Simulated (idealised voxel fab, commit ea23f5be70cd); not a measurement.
Process module name: voxel transistor to metal
The width of the displayed cross-section, cut, is 170 nm; its cells are square, with a size of 5 nm.
A cross-section is written here as square cells arranged in a grid, and it is given in bands from the top down, each band taking up one or more rows of cells. Heights first: top, then bottom, in nm. Then materials, left to right, each with a width in nm. "all across" on a single material: fills the band edge to edge. "blank": empty space. The reference from which all heights are counted is 0, the level beneath which the as-received wafer is entirely one material; the lowest band, having no lower bound, proceeds downward and is written after the example "0 down". The two numbers in a width such as "30..40" mark its ends across the band: the first belongs to the top row of cells, the second to the bottom row, and from each row to the next the width moves by the same amount. Any step labelled "nothing altered" changed none of the cells in the cross-section. Trapped voids: empty space of 8 cells or more with no open way to the top, each as width x height at its distance from the left edge, in nm. The remark found on a step's line after its settings is issued by the simulator itself and pertains to that step. The optional step-line setting "overlay nm" applies to steps with a mask and quantifies how far to the right of its planned location the mask lay, a negative value indicating leftward placement.

The steps planned for the process are as follows
1: RECEIVE [material Si]
2: OXIDIZE [depth nm 5]
3: CONFORMAL_DEP [material SiN] [thk nm 15]
4: PATTERN [tone cover] [mask id ACTIVE] [material resist] [width nm 100] [thk nm 15] [overlay nm 0]
5: DIRECTIONAL_ETCH [etch materials SiN] [depth nm 15]
6: DIRECTIONAL_ETCH [etch materials SiO2] [depth nm 5]
7: DIRECTIONAL_ETCH [etch materials Si] [depth nm 25]
8: STRIP [etch materials resist]
9: OXIDIZE [depth nm 5]
10: FILL_DEP [material SiO2] [thk nm 5]
11: CMP [height nm 15]
12: SELECTIVE_ETCH [etch materials SiO2] [depth nm 5]
13: STRIP [etch materials SiN]
14: SELECTIVE_ETCH [etch materials SiO2] [depth nm 5]
15: OXIDIZE [depth nm 5]
16: DIRECTIONAL_DEP [material polySi] [thk nm 30]
17: DIRECTIONAL_DEP [material SiCN] [thk nm 10]
18: PATTERN [tone cover] [mask id GATE] [material resist] [width nm 20] [thk nm 15] [overlay nm 0]
19: DIRECTIONAL_ETCH [etch materials SiCN] [depth nm 20]
20: DIRECTIONAL_ETCH [etch materials polySi] [depth nm 40]
21: STRIP [etch materials resist]
22: CONFORMAL_DEP [material SiO2] [thk nm 5]
23: DIRECTIONAL_ETCH [etch materials SiO2] [depth nm 5]
24: CONFORMAL_DEP [material SiN] [thk nm 5]
25: DIRECTIONAL_ETCH [etch materials SiN] [depth nm 5]
26: DIRECTIONAL_ETCH [etch materials SiO2] [depth nm 5]
27: DIRECTIONAL_ETCH [etch materials Si] [depth nm 5]
28: EPI [material pSi] [thk nm 5]
29: FILL_DEP [material SiO2] [thk nm 10]
30: CMP [height nm 35]
31: DIRECTIONAL_DEP [material SiO2] [thk nm 15]
32: MASKED_ETCH [tone open] [mask id CONTACT] [width nm 30] [pitch nm 60] [etch materials SiO2] [depth nm 60] [overlay nm 0]
33: CONFORMAL_DEP [material TiN] [thk nm 5]
34: FILL_DEP [material W] [thk nm 5]
35: CMP [height nm 50]
36: CONFORMAL_DEP [material SiN] [thk nm 5]
37: DIRECTIONAL_DEP [material SiO2] [thk nm 15]
38: DIRECTIONAL_DEP [material aC] [thk nm 15]
39: PATTERN [tone open] [mask id METAL_1] [material resist] [width nm 20] [pitch nm 70] [thk nm 30] [overlay nm 0]
40: DIRECTIONAL_ETCH [etch materials aC] [depth nm 15]
41: STRIP [etch materials resist]
42: DIRECTIONAL_ETCH [etch materials SiO2] [depth nm 15]
43: DIRECTIONAL_ETCH [etch materials SiN] [depth nm 5]
44: STRIP [etch materials aC]
45: CONFORMAL_DEP [material TiN] [thk nm 5]
46: FILL_DEP [material Cu] [thk nm 5]
47: CMP [height nm 70]
48: CONFORMAL_DEP [material SiN] [thk nm 5]

Run as planned: first of two wafers

Wafer cross-section on receipt, i.e. after step 1
	0 down = Si all across
	Trapped voids: none

Cross-section of the wafer after step 2
	0 to -5 = SiO2 all across
	Beneath the level -5, the cross-section is identical to its previous state.

Cross-section of the wafer after step 3
	15 to 0 = SiN all across
	Beneath the level 0, the cross-section is identical to its previous state.

Cross-section of the wafer after step 4
	30 to 15 = blank: 35  resist: 100  blank: 35
	Beneath the level 15, the cross-section is identical to its previous state.

Cross-section of the wafer after step 5
	30 to 15 = blank: 35  resist: 100  blank: 35
	15 to 0 = blank: 35  SiN: 100  blank: 35
	Beneath the level 0, the cross-section is identical to its previous state.

Cross-section of the wafer after step 6
	30 to 15 = blank: 35  resist: 100  blank: 35
	15 to 0 = blank: 35  SiN: 100  blank: 35
	0 to -5 = blank: 35  SiO2: 100  blank: 35
	Beneath the level -5, the cross-section is identical to its previous state.

Cross-section of the wafer after step 7
	30 to 15 = blank: 35  resist: 100  blank: 35
	15 to 0 = blank: 35  SiN: 100  blank: 35
	0 to -5 = blank: 35  SiO2: 100  blank: 35
	-5 to -30 = blank: 35  Si: 100  blank: 35
	Beneath the level -30, the cross-section is identical to its previous state.

Cross-section of the wafer after step 8
	15 to 0 = blank: 35  SiN: 100  blank: 35
	Beneath the level 0, the cross-section is identical to its previous state.

Cross-section of the wafer after step 9
	15 to 0 = blank: 35  SiN: 100  blank: 35
	0 to -5 = blank: 35  SiO2: 100  blank: 35
	-5 to -30 = blank: 35  SiO2: 5  Si: 90  SiO2: 5  blank: 35
	-30 to -35 = SiO2: 40  Si: 90  SiO2: 40
	Beneath the level -35, the cross-section is identical to its previous state.

Cross-section of the wafer after step 10
	20 to 15 = SiO2 all across
	15 to 0 = SiO2: 35  SiN: 100  SiO2: 35
	0 to -5 = SiO2 all across
	-5 to -35 = SiO2: 40  Si: 90  SiO2: 40
	Beneath the level -35, the cross-section is identical to its previous state.

Cross-section of the wafer after step 11
	15 to 0 = SiO2: 35  SiN: 100  SiO2: 35
	Beneath the level 0, the cross-section is identical to its previous state.

Cross-section of the wafer after step 12
	15 to 10 = blank: 35  SiN: 100  blank: 35
	Beneath the level 10, the cross-section is identical to its previous state.

Cross-section of the wafer after step 13
	10 to 0 = SiO2: 35  blank: 100  SiO2: 35
	Beneath the level 0, the cross-section is identical to its previous state.

Cross-section of the wafer after step 14
	5 to -5 = SiO2: 30  blank: 110  SiO2: 30
	Beneath the level -5, the cross-section is identical to its previous state.

Cross-section of the wafer after step 15
	5 to -5 = SiO2: 30  blank: 110  SiO2: 30
	-5 to -10 = SiO2 all across
	Beneath the level -10, the cross-section is identical to its previous state.

Cross-section of the wafer after step 16
	35 to 25 = polySi: 30  blank: 110  polySi: 30
	25 to 5 = polySi all across
	5 to -5 = SiO2: 30  polySi: 110  SiO2: 30
	Beneath the level -5, the cross-section is identical to its previous state.

Cross-section of the wafer after step 17
	45 to 35 = SiCN: 30  blank: 110  SiCN: 30
	35 to 25 = polySi: 30  SiCN: 110  polySi: 30
	Beneath the level 25, the cross-section is identical to its previous state.

Cross-section of the wafer after step 18
	60 to 45 = blank: 75  resist: 20  blank: 75
	45 to 35 = SiCN: 30  blank: 45  resist: 20  blank: 45  SiCN: 30
	Beneath the level 35, the cross-section is identical to its previous state.

Cross-section of the wafer after step 19
	60 to 35 = blank: 75  resist: 20  blank: 75
	35 to 25 = polySi: 30  blank: 45  SiCN: 20  blank: 45  polySi: 30
	Beneath the level 25, the cross-section is identical to its previous state.

Cross-section of the wafer after step 20
	60 to 35 = blank: 75  resist: 20  blank: 75
	35 to 25 = blank: 75  SiCN: 20  blank: 75
	25 to 5 = blank: 75  polySi: 20  blank: 75
	5 to -5 = SiO2: 30  blank: 45  polySi: 20  blank: 45  SiO2: 30
	Beneath the level -5, the cross-section is identical to its previous state.

Cross-section of the wafer after step 21
	35 to 25 = blank: 75  SiCN: 20  blank: 75
	Beneath the level 25, the cross-section is identical to its previous state.

Cross-section of the wafer after step 22
	40 to 35 = blank: 70  SiO2: 30  blank: 70
	35 to 25 = blank: 70  SiO2: 5  SiCN: 20  SiO2: 5  blank: 70
	25 to 10 = blank: 70  SiO2: 5  polySi: 20  SiO2: 5  blank: 70
	10 to 0 = SiO2: 35  blank: 35  SiO2: 5  polySi: 20  SiO2: 5  blank: 35  SiO2: 35
	0 to -5 = SiO2: 75  polySi: 20  SiO2: 75
	Beneath the level -5, the cross-section is identical to its previous state.

Cross-section of the wafer after step 23
	35 to 25 = blank: 70  SiO2: 5  SiCN: 20  SiO2: 5  blank: 70
	25 to 5 = blank: 70  SiO2: 5  polySi: 20  SiO2: 5  blank: 70
	5 to -5 = SiO2: 35  blank: 35  SiO2: 5  polySi: 20  SiO2: 5  blank: 35  SiO2: 35
	Beneath the level -5, the cross-section is identical to its previous state.

Cross-section of the wafer after step 24
	40 to 35 = blank: 65  SiN: 40  blank: 65
	35 to 25 = blank: 65  SiN: 5  SiO2: 5  SiCN: 20  SiO2: 5  SiN: 5  blank: 65
	25 to 10 = blank: 65  SiN: 5  SiO2: 5  polySi: 20  SiO2: 5  SiN: 5  blank: 65
	10 to 5 = SiN: 40  blank: 25  SiN: 5  SiO2: 5  polySi: 20  SiO2: 5  SiN: 5  blank: 25  SiN: 40
	5 to 0 = SiO2: 35  SiN: 5  blank: 25  SiN: 5  SiO2: 5  polySi: 20  SiO2: 5  SiN: 5  blank: 25  SiN: 5  SiO2: 35
	0 to -5 = SiO2: 35  SiN: 35  SiO2: 5  polySi: 20  SiO2: 5  SiN: 35  SiO2: 35
	Beneath the level -5, the cross-section is identical to its previous state.

Cross-section of the wafer after step 25
	35 to 25 = blank: 65  SiN: 5  SiO2: 5  SiCN: 20  SiO2: 5  SiN: 5  blank: 65
	25 to 5 = blank: 65  SiN: 5  SiO2: 5  polySi: 20  SiO2: 5  SiN: 5  blank: 65
	5 to -5 = SiO2: 35  SiN: 5  blank: 25  SiN: 5  SiO2: 5  polySi: 20  SiO2: 5  SiN: 5  blank: 25  SiN: 5  SiO2: 35
	Beneath the level -5, the cross-section is identical to its previous state.

Cross-section of the wafer after step 26
	35 to 30 = blank: 65  SiN: 5  blank: 5  SiCN: 20  blank: 5  SiN: 5  blank: 65
	30 to 25 = blank: 65  SiN: 5  SiO2: 5  SiCN: 20  SiO2: 5  SiN: 5  blank: 65
	25 to 5 = blank: 65  SiN: 5  SiO2: 5  polySi: 20  SiO2: 5  SiN: 5  blank: 65
	5 to 0 = blank: 35  SiN: 5  blank: 25  SiN: 5  SiO2: 5  polySi: 20  SiO2: 5  SiN: 5  blank: 25  SiN: 5  blank: 35
	0 to -5 = SiO2: 35  SiN: 5  blank: 25  SiN: 5  SiO2: 5  polySi: 20  SiO2: 5  SiN: 5  blank: 25  SiN: 5  SiO2: 35
	-5 to -10 = SiO2: 40  blank: 25  SiO2: 40  blank: 25  SiO2: 40
	Beneath the level -10, the cross-section is identical to its previous state.

Cross-section of the wafer after step 27
	35 to 30 = blank: 65  SiN: 5  blank: 5  SiCN: 20  blank: 5  SiN: 5  blank: 65
	30 to 25 = blank: 65  SiN: 5  SiO2: 5  SiCN: 20  SiO2: 5  SiN: 5  blank: 65
	25 to 5 = blank: 65  SiN: 5  SiO2: 5  polySi: 20  SiO2: 5  SiN: 5  blank: 65
	5 to 0 = blank: 35  SiN: 5  blank: 25  SiN: 5  SiO2: 5  polySi: 20  SiO2: 5  SiN: 5  blank: 25  SiN: 5  blank: 35
	0 to -5 = SiO2: 35  SiN: 5  blank: 25  SiN: 5  SiO2: 5  polySi: 20  SiO2: 5  SiN: 5  blank: 25  SiN: 5  SiO2: 35
	-5 to -10 = SiO2: 40  blank: 25  SiO2: 40  blank: 25  SiO2: 40
	-10 to -15 = SiO2: 40  blank: 25  Si: 40  blank: 25  SiO2: 40
	Beneath the level -15, the cross-section is identical to its previous state.

Cross-section of the wafer after step 28
	35 to 30 = blank: 65  SiN: 5  blank: 5  SiCN: 20  blank: 5  SiN: 5  blank: 65
	30 to 25 = blank: 65  SiN: 5  SiO2: 5  SiCN: 20  SiO2: 5  SiN: 5  blank: 65
	25 to 5 = blank: 65  SiN: 5  SiO2: 5  polySi: 20  SiO2: 5  SiN: 5  blank: 65
	5 to 0 = blank: 35  SiN: 5  blank: 25  SiN: 5  SiO2: 5  polySi: 20  SiO2: 5  SiN: 5  blank: 25  SiN: 5  blank: 35
	0 to -5 = SiO2: 35  SiN: 5  blank: 25  SiN: 5  SiO2: 5  polySi: 20  SiO2: 5  SiN: 5  blank: 25  SiN: 5  SiO2: 35
	-5 to -10 = SiO2: 40  blank: 20  pSi: 5  SiO2: 40  pSi: 5  blank: 20  SiO2: 40
	-10 to -15 = SiO2: 40  pSi: 25  Si: 40  pSi: 25  SiO2: 40
	Beneath the level -15, the cross-section is identical to its previous state.

Cross-section of the wafer after step 29
	45 to 35 = SiO2 all across
	35 to 25 = SiO2: 65  SiN: 5  SiO2: 5  SiCN: 20  SiO2: 5  SiN: 5  SiO2: 65
	25 to 5 = SiO2: 65  SiN: 5  SiO2: 5  polySi: 20  SiO2: 5  SiN: 5  SiO2: 65
	5 to -5 = SiO2: 35  SiN: 5  SiO2: 25  SiN: 5  SiO2: 5  polySi: 20  SiO2: 5  SiN: 5  SiO2: 25  SiN: 5  SiO2: 35
	-5 to -10 = SiO2: 60  pSi: 5  SiO2: 40  pSi: 5  SiO2: 60
	Beneath the level -10, the cross-section is identical to its previous state.

Cross-section of the wafer after step 30
	35 to 25 = SiO2: 65  SiN: 5  SiO2: 5  SiCN: 20  SiO2: 5  SiN: 5  SiO2: 65
	Beneath the level 25, the cross-section is identical to its previous state.

Cross-section of the wafer after step 31
	50 to 35 = SiO2 all across
	Beneath the level 35, the cross-section is identical to its previous state.

Cross-section of the wafer after step 32
	50 to 35 = SiO2: 40  blank: 30  SiO2: 30  blank: 30  SiO2: 40
	35 to 25 = SiO2: 40  blank: 25  SiN: 5  SiO2: 5  SiCN: 20  SiO2: 5  SiN: 5  blank: 25  SiO2: 40
	25 to 5 = SiO2: 40  blank: 25  SiN: 5  SiO2: 5  polySi: 20  SiO2: 5  SiN: 5  blank: 25  SiO2: 40
	5 to -5 = SiO2: 35  SiN: 5  blank: 25  SiN: 5  SiO2: 5  polySi: 20  SiO2: 5  SiN: 5  blank: 25  SiN: 5  SiO2: 35
	-5 to -10 = SiO2: 40  blank: 20  pSi: 5  SiO2: 40  pSi: 5  blank: 20  SiO2: 40
	Beneath the level -10, the cross-section is identical to its previous state.

Cross-section of the wafer after step 33
	55 to 50 = TiN: 45  blank: 20  TiN: 40  blank: 20  TiN: 45
	50 to 40 = SiO2: 40  TiN: 5  blank: 20  TiN: 5  SiO2: 30  TiN: 5  blank: 20  TiN: 5  SiO2: 40
	40 to 35 = SiO2: 40  TiN: 5  blank: 15  TiN: 10  SiO2: 30  TiN: 10  blank: 15  TiN: 5  SiO2: 40
	35 to 25 = SiO2: 40  TiN: 5  blank: 15  TiN: 5  SiN: 5  SiO2: 5  SiCN: 20  SiO2: 5  SiN: 5  TiN: 5  blank: 15  TiN: 5  SiO2: 40
	25 to 5 = SiO2: 40  TiN: 5  blank: 15  TiN: 5  SiN: 5  SiO2: 5  polySi: 20  SiO2: 5  SiN: 5  TiN: 5  blank: 15  TiN: 5  SiO2: 40
	5 to -5 = SiO2: 35  SiN: 5  TiN: 5  blank: 15..10  TiN: 5..10  SiN: 5  SiO2: 5  polySi: 20  SiO2: 5  SiN: 5  TiN: 5..10  blank: 15..10  TiN: 5  SiN: 5  SiO2: 35
	-5 to -10 = SiO2: 40  TiN: 20  pSi: 5  SiO2: 40  pSi: 5  TiN: 20  SiO2: 40
	Beneath the level -10, the cross-section is identical to its previous state.

Cross-section of the wafer after step 34
	60 to 55 = W all across
	55 to 50 = TiN: 45  W: 20  TiN: 40  W: 20  TiN: 45
	50 to 40 = SiO2: 40  TiN: 5  W: 20  TiN: 5  SiO2: 30  TiN: 5  W: 20  TiN: 5  SiO2: 40
	40 to 35 = SiO2: 40  TiN: 5  W: 15  TiN: 10  SiO2: 30  TiN: 10  W: 15  TiN: 5  SiO2: 40
	35 to 25 = SiO2: 40  TiN: 5  W: 15  TiN: 5  SiN: 5  SiO2: 5  SiCN: 20  SiO2: 5  SiN: 5  TiN: 5  W: 15  TiN: 5  SiO2: 40
	25 to 5 = SiO2: 40  TiN: 5  W: 15  TiN: 5  SiN: 5  SiO2: 5  polySi: 20  SiO2: 5  SiN: 5  TiN: 5  W: 15  TiN: 5  SiO2: 40
	5 to -5 = SiO2: 35  SiN: 5  TiN: 5  W: 15..10  TiN: 5..10  SiN: 5  SiO2: 5  polySi: 20  SiO2: 5  SiN: 5  TiN: 5..10  W: 15..10  TiN: 5  SiN: 5  SiO2: 35
	Beneath the level -5, the cross-section is identical to its previous state.

Cross-section of the wafer after step 35
	50 to 40 = SiO2: 40  TiN: 5  W: 20  TiN: 5  SiO2: 30  TiN: 5  W: 20  TiN: 5  SiO2: 40
	Beneath the level 40, the cross-section is identical to its previous state.

Cross-section of the wafer after step 36
	55 to 50 = SiN all across
	Beneath the level 50, the cross-section is identical to its previous state.

Cross-section of the wafer after step 37
	70 to 55 = SiO2 all across
	Beneath the level 55, the cross-section is identical to its previous state.

Cross-section of the wafer after step 38
	85 to 70 = aC all across
	Beneath the level 70, the cross-section is identical to its previous state.

Cross-section of the wafer after step 39
	115 to 85 = resist: 40  blank: 20  resist: 50  blank: 20  resist: 40
	Beneath the level 85, the cross-section is identical to its previous state.

Cross-section of the wafer after step 40
	100 to 85 = resist: 40  blank: 20  resist: 50  blank: 20  resist: 40
	85 to 70 = aC: 40  blank: 20  aC: 50  blank: 20  aC: 40
	Beneath the level 70, the cross-section is identical to its previous state.

Cross-section of the wafer after step 41
	85 to 70 = aC: 40  blank: 20  aC: 50  blank: 20  aC: 40
	Beneath the level 70, the cross-section is identical to its previous state.

Cross-section of the wafer after step 42
	85 to 70 = aC: 40  blank: 20  aC: 50  blank: 20  aC: 40
	70 to 55 = SiO2: 40  blank: 20  SiO2: 50  blank: 20  SiO2: 40
	Beneath the level 55, the cross-section is identical to its previous state.

Cross-section of the wafer after step 43
	85 to 70 = aC: 40  blank: 20  aC: 50  blank: 20  aC: 40
	70 to 55 = SiO2: 40  blank: 20  SiO2: 50  blank: 20  SiO2: 40
	55 to 50 = SiN: 40  blank: 20  SiN: 50  blank: 20  SiN: 40
	Beneath the level 50, the cross-section is identical to its previous state.

Cross-section of the wafer after step 44
	70 to 55 = SiO2: 40  blank: 20  SiO2: 50  blank: 20  SiO2: 40
	Beneath the level 55, the cross-section is identical to its previous state.

Cross-section of the wafer after step 45
	75 to 70 = TiN: 45  blank: 10  TiN: 60  blank: 10  TiN: 45
	70 to 55 = SiO2: 40  TiN: 5  blank: 10  TiN: 5  SiO2: 50  TiN: 5  blank: 10  TiN: 5  SiO2: 40
	55 to 50 = SiN: 40  TiN: 20  SiN: 50  TiN: 20  SiN: 40
	Beneath the level 50, the cross-section is identical to its previous state.

Cross-section of the wafer after step 46
	80 to 75 = Cu all across
	75 to 70 = TiN: 45  Cu: 10  TiN: 60  Cu: 10  TiN: 45
	70 to 55 = SiO2: 40  TiN: 5  Cu: 10  TiN: 5  SiO2: 50  TiN: 5  Cu: 10  TiN: 5  SiO2: 40
	Beneath the level 55, the cross-section is identical to its previous state.

Cross-section of the wafer after step 47
	70 to 55 = SiO2: 40  TiN: 5  Cu: 10  TiN: 5  SiO2: 50  TiN: 5  Cu: 10  TiN: 5  SiO2: 40
	Beneath the level 55, the cross-section is identical to its previous state.

Cross-section of the wafer after step 48
	75 to 70 = SiN all across
	Beneath the level 70, the cross-section is identical to its previous state.

Second wafer. Start and plan as for the first. One mistake made in running. Agrees with the first up to and including step 35

Planned end of step 36: second wafer, cross-section
	65 to 50 = SiO2 all across
	Beneath the level 50, the cross-section is identical to its previous state.

Planned end of step 37: second wafer, cross-section
	70 to 65 = SiN all across
	Beneath the level 65, the cross-section is identical to its previous state.

Planned end of step 38: second wafer, cross-section
	85 to 70 = aC all across
	Beneath the level 70, the cross-section is identical to its previous state.

Planned end of step 39: second wafer, cross-section
	115 to 85 = resist: 40  blank: 20  resist: 50  blank: 20  resist: 40
	Beneath the level 85, the cross-section is identical to its previous state.

Planned end of step 40: second wafer, cross-section
	100 to 85 = resist: 40  blank: 20  resist: 50  blank: 20  resist: 40
	85 to 70 = aC: 40  blank: 20  aC: 50  blank: 20  aC: 40
	Beneath the level 70, the cross-section is identical to its previous state.

Planned end of step 41: second wafer, cross-section
	85 to 70 = aC: 40  blank: 20  aC: 50  blank: 20  aC: 40
	Beneath the level 70, the cross-section is identical to its previous state.

Planned end of step 42: second wafer, cross-section: nothing altered

Planned end of step 43: second wafer, cross-section
	85 to 70 = aC: 40  blank: 20  aC: 50  blank: 20  aC: 40
	70 to 65 = SiN: 40  blank: 20  SiN: 50  blank: 20  SiN: 40
	Beneath the level 65, the cross-section is identical to its previous state.

Planned end of step 44: second wafer, cross-section
	70 to 65 = SiN: 40  blank: 20  SiN: 50  blank: 20  SiN: 40
	Beneath the level 65, the cross-section is identical to its previous state.

Planned end of step 45: second wafer, cross-section
	75 to 70 = TiN: 45  blank: 10  TiN: 60  blank: 10  TiN: 45
	70 to 65 = SiN: 40  TiN: 20  SiN: 50  TiN: 20  SiN: 40
	Beneath the level 65, the cross-section is identical to its previous state.

Planned end of step 46: second wafer, cross-section
	80 to 75 = Cu all across
	75 to 70 = TiN: 45  Cu: 10  TiN: 60  Cu: 10  TiN: 45
	Beneath the level 70, the cross-section is identical to its previous state.

Planned end of step 47: second wafer, cross-section
	70 to 65 = SiN: 40  TiN: 20  SiN: 50  TiN: 20  SiN: 40
	Beneath the level 65, the cross-section is identical to its previous state.

Planned end of step 48: second wafer, cross-section
	75 to 70 = SiN all across
	Beneath the level 70, the cross-section is identical to its previous state.
Misprocessing identified: steps 36 and 37 got flipped, so each one ran where the other should have
Wafer comparison, final, in cells, second relative to first, materials more or fewer: Cu -12 | SiO2 +24 | TiN -12
